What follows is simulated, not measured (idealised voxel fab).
Process module under the name voxel wiring stack
Cross-sectional view cut (width: 255 nm; square cell size: 5 nm).
Each cross-section below is a grid of square cells, stated as bands in top-down order, with one or more rows of cells making up each band.
Each band's line starts with the height of the band's top and of its bottom, in nm. Then come its materials from left to right, each with its width in nm. One material with "edge to edge" fills the band from edge to edge. "blank" is empty space.
Measure heights from 0. That's the level where, below it, the as-received wafer is all one material. The lowest band is bottomless and extends downward; write it as in "from 0 down".
The two numbers in a width such as "30..40" mark its ends across the band: the first belongs to the top row of cells, the second to the bottom row, and from each row to the next the width moves by the same amount.
"no change occurred" (step): cross-section cells unchanged, all of them.
So "Sealed void inventory" is basically the list of trapped voids: any empty space of 8 cells or more that can't reach the top through an opening. They're written width x height at distance, the distance being from the left edge, and it's all nm.
after a step's settings: what the simulator itself notes on the step
overlay nm: right-of-plan distance of the mask on a masked step; negative values mean left-of-plan.
Layout of what follows: cross-section pairs, each bracketing one process step, the after cross-section shown only to the lowest band that changed, the step between and its settings noted under each pair. Pairs may originate in different runs of this module on the same starting wafer; a pair continues from the pair above only where its entry headed "Pre-processing view" says so.
PRE-PROCESSING VIEW
	from 110 to 95 = lowk 35, then blank 30, then lowk 20, then blank 30, then lowk 20, then blank 30, then lowk 20, then blank 30, then lowk 40
	from 95 to 80 = lowk edge to edge
	from 80 to 75 = SiCN edge to edge
	from 75 to 65 = SiO2 35, then TiN 5, then Cu 20, then TiN 5, then SiO2 20, then TiN 5, then Cu 20, then TiN 5, then SiO2 20, then TiN 5, then Cu 20, then TiN 5, then SiO2 20, then TiN 5, then Cu 20, then TiN 5, then SiO2 40
	from 65 to 60 = SiO2 35, then TiN 5, then Cu 5, then TiN 20, then SiO2 20, then TiN 5, then Cu 5, then TiN 20, then SiO2 20, then TiN 5, then Cu 5, then TiN 20, then SiO2 20, then TiN 5, then Cu 5, then TiN 20, then SiO2 40
	from 60 to 50 = SiO2 35, then TiN 5, then Cu 5, then TiN 5, then SiO2 35, then TiN 5, then Cu 5, then TiN 5, then SiO2 35, then TiN 5, then Cu 5, then TiN 5, then SiO2 35, then TiN 5, then Cu 5, then TiN 5, then SiO2 55
	from 50 to 45 = SiCN 35, then TiN 15, then SiCN 35, then TiN 15, then SiCN 35, then TiN 15, then SiCN 35, then TiN 15, then SiCN 55
	from 45 to 20 = lowk 35, then TiN 5, then Cu 20, then TiN 5, then lowk 20, then TiN 5, then Cu 20, then TiN 5, then lowk 20, then TiN 5, then Cu 20, then TiN 5, then lowk 20, then TiN 5, then Cu 20, then TiN 5, then lowk 40
	from 20 to 15 = SiN 35, then TiN 30, then SiN 20, then TiN 30, then SiN 20, then TiN 30, then SiN 20, then TiN 30, then SiN 40
	from 15 to 0 = SiO2 edge to edge
	from 0 down = Si edge to edge
	Sealed void inventory: none
STEP RESULT
	from 110 to 95 = lowk 30, then blank 35, then lowk 15, then blank 35, then lowk 15, then blank 35, then lowk 15, then blank 35, then lowk 40
	from 95 to 80 = lowk 35, then blank 10, then lowk 40, then blank 10, then lowk 40, then blank 10, then lowk 40, then blank 10, then lowk 60
	Nothing below the height 80 has changed.
	Sealed void inventory: none
What process step lies between the two cross-sections above? MASKED_ETCH,tone open,mask id METAL_3_HOLES,width nm 15,pitch nm 50,etch materials lowk,depth nm 15,overlay nm -5
Pre-processing view: carried over from the after image of the pair right above.
STEP RESULT
	from 110 to 95 = lowk 30, then blank 35, then lowk 15, then blank 35, then lowk 15, then blank 35, then lowk 15, then blank 35, then lowk 40
	from 95 to 80 = lowk 35, then blank 10, then lowk 40, then blank 10, then lowk 40, then blank 10, then lowk 40, then blank 10, then lowk 60
	from 80 to 75 = SiCN 35, then blank 10, then SiCN 40, then blank 10, then SiCN 40, then blank 10, then SiCN 40, then blank 10, then SiCN 60
	Nothing below the height 75 has changed.
	Sealed void inventory: none
What process step lies between the two cross-sections above? MASKED_ETCH,tone open,mask id METAL_3_HOLES,width nm 15,pitch nm 50,etch materials SiCN,depth nm 5,overlay nm 0
Pre-processing view: carried over from the after image of the pair right above.
STEP RESULT
	from 115 to 110 = TiN 35, then blank 25, then TiN 25, then blank 25, then TiN 25, then blank 25, then TiN 25, then blank 25, then TiN 45
	from 110 to 100 = lowk 30, then TiN 5, then blank 25, then TiN 5, then lowk 15, then TiN 5, then blank 25, then TiN 5, then lowk 15, then TiN 5, then blank 25, then TiN 5, then lowk 15, then TiN 5, then blank 25, then TiN 5, then lowk 40
	from 100 to 95 = lowk 30, then TiN 35, then lowk 15, then TiN 35, then lowk 15, then TiN 35, then lowk 15, then TiN 35, then lowk 40
	from 95 to 80 = lowk 35, then TiN 10, then lowk 40, then TiN 10, then lowk 40, then TiN 10, then lowk 40, then TiN 10, then lowk 60
	from 80 to 75 = SiCN 35, then TiN 10, then SiCN 40, then TiN 10, then SiCN 40, then TiN 10, then SiCN 40, then TiN 10, then SiCN 60
	Nothing below the height 75 has changed.
	Sealed void inventory: none
What process step lies between the two cross-sections above? CONFORMAL_DEP,material TiN,thk nm 5
Pre-processing view: carried over from the after image of the pair right above.
STEP RESULT
	from 120 to 115 = Cu edge to edge
	from 115 to 110 = TiN 35, then Cu 25, then TiN 25, then Cu 25, then TiN 25, then Cu 25, then TiN 25, then Cu 25, then TiN 45
	from 110 to 100 = lowk 30, then TiN 5, then Cu 25, then TiN 5, then lowk 15, then TiN 5, then Cu 25, then TiN 5, then lowk 15, then TiN 5, then Cu 25, then TiN 5, then lowk 15, then TiN 5, then Cu 25, then TiN 5, then lowk 40
	Nothing below the height 100 has changed.
	Sealed void inventory: none
What process step lies between the two cross-sections above? FILL_DEP,material Cu,thk nm 5
Pre-processing view: carried over from the after image of the pair right above.
STEP RESULT
	from 110 to 100 = lowk 30, then TiN 5, then Cu 25, then TiN 5, then lowk 15, then TiN 5, then Cu 25, then TiN 5, then lowk 15, then TiN 5, then Cu 25, then TiN 5, then lowk 15, then TiN 5, then Cu 25, then TiN 5, then lowk 40
	Nothing below the height 100 has changed.
	Sealed void inventory: none
What process step lies between the two cross-sections above? CMP,height nm 110
Pre-processing view: carried over from the after image of the pair right above.
STEP RESULT
	from 115 to 110 = SiN edge to edge
	Nothing below the height 110 has changed.
	Sealed void inventory: none
What process step lies between the two cross-sections above? CONFORMAL_DEP,material SiN,thk nm 5
PRE-PROCESSING VIEW
	from 110 to 100 = lowk 35, then TiN 5, then Cu 20, then TiN 5, then lowk 20, then TiN 5, then Cu 20, then TiN 5, then lowk 20, then TiN 5, then Cu 20, then TiN 5, then lowk 20, then TiN 5, then Cu 20, then TiN 5, then lowk 40
	from 100 to 95 = lowk 35, then TiN 5, then Cu 5, then TiN 20, then lowk 20, then TiN 5, then Cu 5, then TiN 20, then lowk 20, then TiN 5, then Cu 5, then TiN 20, then lowk 20, then TiN 5, then Cu 5, then TiN 20, then lowk 40
	from 95 to 80 = lowk 35, then TiN 5, then Cu 5, then TiN 5, then lowk 35, then TiN 5, then Cu 5, then TiN 5, then lowk 35, then TiN 5, then Cu 5, then TiN 5, then lowk 35, then TiN 5, then Cu 5, then TiN 5, then lowk 55
	from 80 to 75 = SiCN 35, then TiN 15, then SiCN 35, then TiN 15, then SiCN 35, then TiN 15, then SiCN 35, then TiN 15, then SiCN 55
	from 75 to 65 = SiO2 35, then TiN 5, then Cu 20, then TiN 5, then SiO2 20, then TiN 5, then Cu 20, then TiN 5, then SiO2 20, then TiN 5, then Cu 20, then TiN 5, then SiO2 20, then TiN 5, then Cu 20, then TiN 5, then SiO2 40
	from 65 to 60 = SiO2 35, then TiN 5, then Cu 5, then TiN 20, then SiO2 20, then TiN 5, then Cu 5, then TiN 20, then SiO2 20, then TiN 5, then Cu 5, then TiN 20, then SiO2 20, then TiN 5, then Cu 5, then TiN 20, then SiO2 40
	from 60 to 50 = SiO2 35, then TiN 5, then Cu 5, then TiN 5, then SiO2 35, then TiN 5, then Cu 5, then TiN 5, then SiO2 35, then TiN 5, then Cu 5, then TiN 5, then SiO2 35, then TiN 5, then Cu 5, then TiN 5, then SiO2 55
	from 50 to 45 = SiCN 35, then TiN 15, then SiCN 35, then TiN 15, then SiCN 35, then TiN 15, then SiCN 35, then TiN 15, then SiCN 55
	from 45 to 20 = lowk 35, then TiN 5, then Cu 20, then TiN 5, then lowk 20, then TiN 5, then Cu 20, then TiN 5, then lowk 20, then TiN 5, then Cu 20, then TiN 5, then lowk 20, then TiN 5, then Cu 20, then TiN 5, then lowk 40
	from 20 to 15 = SiN 35, then TiN 30, then SiN 20, then TiN 30, then SiN 20, then TiN 30, then SiN 20, then TiN 30, then SiN 40
	from 15 to 0 = SiO2 edge to edge
	from 0 down = Si edge to edge
	Sealed void inventory: none
STEP RESULT
	from 115 to 110 = TiN edge to edge
	Nothing below the height 110 has changed.
	Sealed void inventory: none
What process step lies between the two cross-sections above? CONFORMAL_DEP,material TiN,thk nm 5
PRE-PROCESSING VIEW
	from 75 to 50 = SiO2 edge to edge
	from 50 to 45 = SiCN edge to edge
	from 45 to 20 = lowk 35, then TiN 5, then Cu 20, then TiN 5, then lowk 20, then TiN 5, then Cu 20, then TiN 5, then lowk 20, then TiN 5, then Cu 20, then TiN 5, then lowk 20, then TiN 5, then Cu 20, then TiN 5, then lowk 40
	from 20 to 15 = SiN 35, then TiN 30, then SiN 20, then TiN 30, then SiN 20, then TiN 30, then SiN 20, then TiN 30, then SiN 40
	from 15 to 0 = SiO2 edge to edge
	from 0 down = Si edge to edge
	Sealed void inventory: none
STEP RESULT
	from 75 to 50 = blank 35, then SiO2 15, then blank 35, then SiO2 15, then blank 35, then SiO2 15, then blank 35, then SiO2 15, then blank 55
	Nothing below the height 50 has changed.
	Sealed void inventory: none
What process step lies between the two cross-sections above? MASKED_ETCH,tone cover,mask id METAL_2_HOLES,width nm 15,pitch nm 50,etch materials SiO2,depth nm 25,overlay nm 0
Pre-processing view: carried over from the after image of the pair right above.
STEP RESULT
	from 60 to 50 = blank 35, then SiO2 15, then blank 35, then SiO2 15, then blank 35, then SiO2 15, then blank 35, then SiO2 15, then blank 55
	Nothing below the height 50 has changed.
	Sealed void inventory: none
What process step lies between the two cross-sections above? MASKED_ETCH,tone open,mask id METAL_2,width nm 30,pitch nm 50,etch materials SiO2,depth nm 15,overlay nm 0
Pre-processing view: carried over from the after image of the pair right above.
STEP RESULT
	from 60 to 50 = blank 35, then SiO2 15, then blank 35, then SiO2 15, then blank 35, then SiO2 15, then blank 35, then SiO2 15, then blank 55
	from 50 to 45 = SiCN 50, then blank 15, then SiCN 35, then blank 15, then SiCN 35, then blank 15, then SiCN 35, then blank 15, then SiCN 40
	Nothing below the height 45 has changed.
	Sealed void inventory: none
What process step lies between the two cross-sections above? MASKED_ETCH,tone open,mask id METAL_2,width nm 30,pitch nm 50,etch materials SiCN,depth nm 5,overlay nm 0
Pre-processing view: carried over from the after image of the pair right above.
STEP RESULT
	from 65 to 60 = blank 30, then TiN 25, then blank 25, then TiN 25, then blank 25, then TiN 25, then blank 25, then TiN 25, then blank 50
	from 60 to 55 = blank 30, then TiN 5, then SiO2 15, then TiN 5, then blank 25, then TiN 5, then SiO2 15, then TiN 5, then blank 25, then TiN 5, then SiO2 15, then TiN 5, then blank 25, then TiN 5, then SiO2 15, then TiN 5, then blank 50
	from 55 to 50 = TiN 35, then SiO2 15, then TiN 5, then blank 5, then TiN 25, then SiO2 15, then TiN 5, then blank 5, then TiN 25, then SiO2 15, then TiN 5, then blank 5, then TiN 25, then SiO2 15, then TiN 5, then blank 5, then TiN 45
	from 50 to 45 = SiCN 50, then TiN 15, then SiCN 35, then TiN 15, then SiCN 35, then TiN 15, then SiCN 35, then TiN 15, then SiCN 40
	Nothing below the height 45 has changed.
	Sealed void inventory: none
What process step lies between the two cross-sections above? CONFORMAL_DEP,material TiN,thk nm 5
Pre-processing view: carried over from the after image of the pair right above.
STEP RESULT
	from 75 to 65 = Cu edge to edge
	from 65 to 60 = Cu 30, then TiN 25, then Cu 25, then TiN 25, then Cu 25, then TiN 25, then Cu 25, then TiN 25, then Cu 50
	from 60 to 55 = Cu 30, then TiN 5, then SiO2 15, then TiN 5, then Cu 25, then TiN 5, then SiO2 15, then TiN 5, then Cu 25, then TiN 5, then SiO2 15, then TiN 5, then Cu 25, then TiN 5, then SiO2 15, then TiN 5, then Cu 50
	from 55 to 50 = TiN 35, then SiO2 15, then TiN 5, then Cu 5, then TiN 25, then SiO2 15, then TiN 5, then Cu 5, then TiN 25, then SiO2 15, then TiN 5, then Cu 5, then TiN 25, then SiO2 15, then TiN 5, then Cu 5, then TiN 45
	Nothing below the height 50 has changed.
	Sealed void inventory: none
What process step lies between the two cross-sections above? FILL_DEP,material Cu,thk nm 10
Pre-processing view: carried over from the after image of the pair right above.
STEP RESULT
	from 80 to 75 = SiCN edge to edge
	Nothing below the height 75 has changed.
	Sealed void inventory: none
What process step lies between the two cross-sections above? CONFORMAL_DEP,material SiCN,thk nm 5
Pre-processing view: carried over from the after image of the pair right above.
STEP RESULT
	from 110 to 80 = lowk edge to edge
	Nothing below the height 80 has changed.
	Sealed void inventory: none
What process step lies between the two cross-sections above? DIRECTIONAL_DEP,material lowk,thk nm 30
Pre-processing view: carried over from the after image of the pair right above.
STEP RESULT
	from 110 to 95 = lowk 35, then blank 30, then lowk 20, then blank 30, then lowk 20, then blank 30, then lowk 20, then blank 30, then lowk 40
	Nothing below the height 95 has changed.
	Sealed void inventory: none
What process step lies between the two cross-sections above? MASKED_ETCH,tone open,mask id METAL_3,width nm 30,pitch nm 50,etch materials lowk,depth nm 15,overlay nm 0
Pre-processing view: carried over from the after image of the pair right above.
STEP RESULT
	from 110 to 95 = lowk 35, then blank 30, then lowk 20, then blank 30, then lowk 20, then blank 30, then lowk 20, then blank 30, then lowk 40
	from 95 to 80 = lowk 35, then blank 15, then lowk 35, then blank 15, then lowk 35, then blank 15, then lowk 35, then blank 15, then lowk 55
	Nothing below the height 80 has changed.
	Sealed void inventory: none
What process step lies between the two cross-sections above? MASKED_ETCH,tone open,mask id METAL_3_HOLES,width nm 15,pitch nm 50,etch materials lowk,depth nm 15,overlay nm 0
Pre-processing view: carried over from the after image of the pair right above.
STEP RESULT
	from 110 to 95 = lowk 35, then blank 30, then lowk 20, then blank 30, then lowk 20, then blank 30, then lowk 20, then blank 30, then lowk 40
	from 95 to 80 = lowk 35, then blank 15, then lowk 35, then blank 15, then lowk 35, then blank 15, then lowk 35, then blank 15, then lowk 55
	from 80 to 75 = SiCN 35, then blank 15, then SiCN 35, then blank 15, then SiCN 35, then blank 15, then SiCN 35, then blank 15, then SiCN 55
	Nothing below the height 75 has changed.
	Sealed void inventory: none
What process step lies between the two cross-sections above? MASKED_ETCH,tone open,mask id METAL_3_HOLES,width nm 15,pitch nm 50,etch materials SiCN,depth nm 5,overlay nm 0
Pre-processing view: carried over from the after image of the pair right above.
STEP RESULT
	from 115 to 110 = TiN 40, then blank 20, then TiN 30, then blank 20, then TiN 30, then blank 20, then TiN 30, then blank 20, then TiN 45
	from 110 to 100 = lowk 35, then TiN 5, then blank 20, then TiN 5, then lowk 20, then TiN 5, then blank 20, then TiN 5, then lowk 20, then TiN 5, then blank 20, then TiN 5, then lowk 20, then TiN 5, then blank 20, then TiN 5, then lowk 40
	from 100 to 95 = lowk 35, then TiN 5, then blank 5, then TiN 20, then lowk 20, then TiN 5, then blank 5, then TiN 20, then lowk 20, then TiN 5, then blank 5, then TiN 20, then lowk 20, then TiN 5, then blank 5, then TiN 20, then lowk 40
	from 95 to 80 = lowk 35, then TiN 5, then blank 5, then TiN 5, then lowk 35, then TiN 5, then blank 5, then TiN 5, then lowk 35, then TiN 5, then blank 5, then TiN 5, then lowk 35, then TiN 5, then blank 5, then TiN 5, then lowk 55
	from 80 to 75 = SiCN 35, then TiN 15, then SiCN 35, then TiN 15, then SiCN 35, then TiN 15, then SiCN 35, then TiN 15, then SiCN 55
	Nothing below the height 75 has changed.
	Sealed void inventory: none
What process step lies between the two cross-sections above? CONFORMAL_DEP,material TiN,thk nm 5
Pre-processing view: carried over from the after image of the pair right above.
STEP RESULT
	from 120 to 115 = Cu edge to edge
	from 115 to 110 = TiN 40, then Cu 20, then TiN 30, then Cu 20, then TiN 30, then Cu 20, then TiN 30, then Cu 20, then TiN 45
	from 110 to 100 = lowk 35, then TiN 5, then Cu 20, then TiN 5, then lowk 20, then TiN 5, then Cu 20, then TiN 5, then lowk 20, then TiN 5, then Cu 20, then TiN 5, then lowk 20, then TiN 5, then Cu 20, then TiN 5, then lowk 40
	from 100 to 95 = lowk 35, then TiN 5, then Cu 5, then TiN 20, then lowk 20, then TiN 5, then Cu 5, then TiN 20, then lowk 20, then TiN 5, then Cu 5, then TiN 20, then lowk 20, then TiN 5, then Cu 5, then TiN 20, then lowk 40
	from 95 to 80 = lowk 35, then TiN 5, then Cu 5, then TiN 5, then lowk 35, then TiN 5, then Cu 5, then TiN 5, then lowk 35, then TiN 5, then Cu 5, then TiN 5, then lowk 35, then TiN 5, then Cu 5, then TiN 5, then lowk 55
	Nothing below the height 80 has changed.
	Sealed void inventory: none
What process step lies between the two cross-sections above? FILL_DEP,material Cu,thk nm 5
Pre-processing view: carried over from the after image of the pair right above.
STEP RESULT
	from 110 to 100 = lowk 35, then TiN 5, then Cu 20, then TiN 5, then lowk 20, then TiN 5, then Cu 20, then TiN 5, then lowk 20, then TiN 5, then Cu 20, then TiN 5, then lowk 20, then TiN 5, then Cu 20, then TiN 5, then lowk 40
	Nothing below the height 100 has changed.
	Sealed void inventory: none
What process step lies between the two cross-sections above? CMP,height nm 110
Pre-processing view: carried over from the after image of the pair right above.
STEP RESULT
	from 115 to 110 = SiN edge to edge
	Nothing below the height 110 has changed.
	Sealed void inventory: none
What process step lies between the two cross-sections above? CONFORMAL_DEP,material SiN,thk nm 5
